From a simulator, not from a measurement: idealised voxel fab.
process module | voxel capacitor over wiring
cross-section cut | 245 nm wide | cells 5 nm
A cross-section is a grid of square cells, given in bands from the top down. A band is one or more rows of cells.
Each band's line starts with the height of the band's top and of its bottom, in nm. Then come its materials from left to right, each with its width in nm. One material with "throughout" fills the band from edge to edge. "air" is empty space.
Height 0 is the level under which the wafer as received is all one material. The lowest band goes on downwards, as in "0 down".
A width such as "30 to 40" changes by the same amount from each row of cells to the next, from the band's top row to its bottom row.
"no change" after a step means that no cell of the cross-section changed.
closed voids: empty space of 8 cells or more with no open way to the top, each as width x height at its distance from the left edge, in nm
after a step's settings: what the simulator itself notes on the step
overlay nm, on a step with a mask: how far to the right of its planned place the mask lay; to the left if negative
plan
1 op RECEIVE | material Si
2 op CONFORMAL_DEP | material SiO2 | thk nm 15
3 op CONFORMAL_DEP | material SiN | thk nm 5
4 op DIRECTIONAL_DEP | material SiO2 | thk nm 25
5 op DIRECTIONAL_DEP | material aC | thk nm 10
6 op PATTERN | tone open | mask id METAL_1 | material resist | width nm 30 | pitch nm 95 | thk nm 30 | overlay nm 0
7 op DIRECTIONAL_ETCH | etch materials aC | depth nm 10
8 op STRIP | etch materials resist
9 op DIRECTIONAL_ETCH | etch materials SiO2 | depth nm 25
10 op DIRECTIONAL_ETCH | etch materials SiN | depth nm 5
11 op STRIP | etch materials aC
12 op CONFORMAL_DEP | material TiN | thk nm 5
13 op FILL_DEP | material Cu | thk nm 10
14 op CMP | height nm 45
15 op CONFORMAL_DEP | material SiCN | thk nm 5
16 op DIRECTIONAL_DEP | material SiO2 | thk nm 15
17 op PATTERN | tone open | mask id PLUG_1 | material resist | width nm 15 | thk nm 20 | overlay nm 0
18 op DIRECTIONAL_ETCH | etch materials SiO2 | depth nm 15
19 op DIRECTIONAL_ETCH | etch materials SiCN | depth nm 5
20 op STRIP | etch materials resist
21 op CONFORMAL_DEP | material TiN | thk nm 5
22 op FILL_DEP | material Cu | thk nm 10
23 op CMP | height nm 65
24 op DIRECTIONAL_DEP | material TiN | thk nm 10
25 op DIRECTIONAL_DEP | material HfO2 | thk nm 5
26 op DIRECTIONAL_DEP | material TiN | thk nm 5
27 op PATTERN | tone cover | mask id UPPER_PLATE | material resist | width nm 70 | thk nm 15 | overlay nm 0
28 op DIRECTIONAL_ETCH | etch materials TiN | depth nm 5
29 op DIRECTIONAL_ETCH | etch materials HfO2 | depth nm 5
30 op STRIP | etch materials resist
31 op DIRECTIONAL_DEP | material aC | thk nm 10
32 op PATTERN | tone cover | mask id LOWER_PLATE | material resist | width nm 80 | thk nm 30 | overlay nm 0
33 op DIRECTIONAL_ETCH | etch materials aC | depth nm 10
34 op STRIP | etch materials resist
35 op DIRECTIONAL_ETCH | etch materials TiN | depth nm 10
36 op STRIP | etch materials aC
37 op FILL_DEP | material SiO2 | thk nm 15
38 op CMP | height nm 95
39 op DIRECTIONAL_DEP | material aC | thk nm 15
40 op PATTERN | tone open | mask id PLUG_2 | material resist | width nm 15 | thk nm 35 | overlay nm 0
41 op DIRECTIONAL_ETCH | etch materials aC | depth nm 15
42 op STRIP | etch materials resist
43 op DIRECTIONAL_ETCH | etch materials SiO2 | depth nm 10
44 op STRIP | etch materials aC
45 op CONFORMAL_DEP | material TiN | thk nm 5
46 op FILL_DEP | material W | thk nm 10
47 op CMP | height nm 95
48 op CONFORMAL_DEP | material SiN | thk nm 5
as received, after step 1
  0 down: Si throughout
  closed voids: none
first wafer at the end, as planned
  100 to 95: SiN throughout
  95 to 90: SiO2 85 | TiN 5 | W 5 | TiN 5 | SiO2 145
  90 to 80: SiO2 85 to 75 | TiN 15 to 70 | SiO2 145 to 100
  80 to 75: SiO2 75 | HfO2 70 | SiO2 100
  75 to 65: SiO2 70 | TiN 80 | SiO2 95
  65 to 50: SiO2 75 | TiN 5 | Cu 5 | TiN 5 | SiO2 155
  50 to 45: SiCN 75 | TiN 15 | SiCN 155
  45 to 20: SiO2 60 | TiN 5 | Cu 20 | TiN 5 | SiO2 65 | TiN 5 | Cu 20 | TiN 5 | SiO2 60
  20 to 15: SiN 60 | TiN 30 | SiN 65 | TiN 30 | SiN 60
  15 to 0: SiO2 throughout
  0 down: Si throughout
  closed voids: none
second wafer at the end: like start, like plan, one mistake
  100 to 95: SiN throughout
  95 to 90: SiO2 85 | TiN 5 | W 5 | TiN 5 | SiO2 145
  90 to 80: SiO2 85 to 75 | TiN 15 to 70 | SiO2 145 to 100
  80 to 75: SiO2 throughout
  75 to 65: TiN throughout
  65 to 50: SiO2 75 | TiN 5 | Cu 5 | TiN 5 | SiO2 155
  50 to 45: SiCN 75 | TiN 15 | SiCN 155
  45 to 20: SiO2 60 | TiN 5 | Cu 20 | TiN 5 | SiO2 65 | TiN 5 | Cu 20 | TiN 5 | SiO2 60
  20 to 15: SiN 60 | TiN 30 | SiN 65 | TiN 30 | SiN 60
  15 to 0: SiO2 throughout
  0 down: Si throughout
  closed voids: none
what went wrong: step 25 ran as: op DIRECTIONAL_DEP | material SiO2 | thk nm 5
at the end the second wafer has, in cells: 14 fewer of HfO2 | 52 fewer of SiO2 | 66 more of TiN
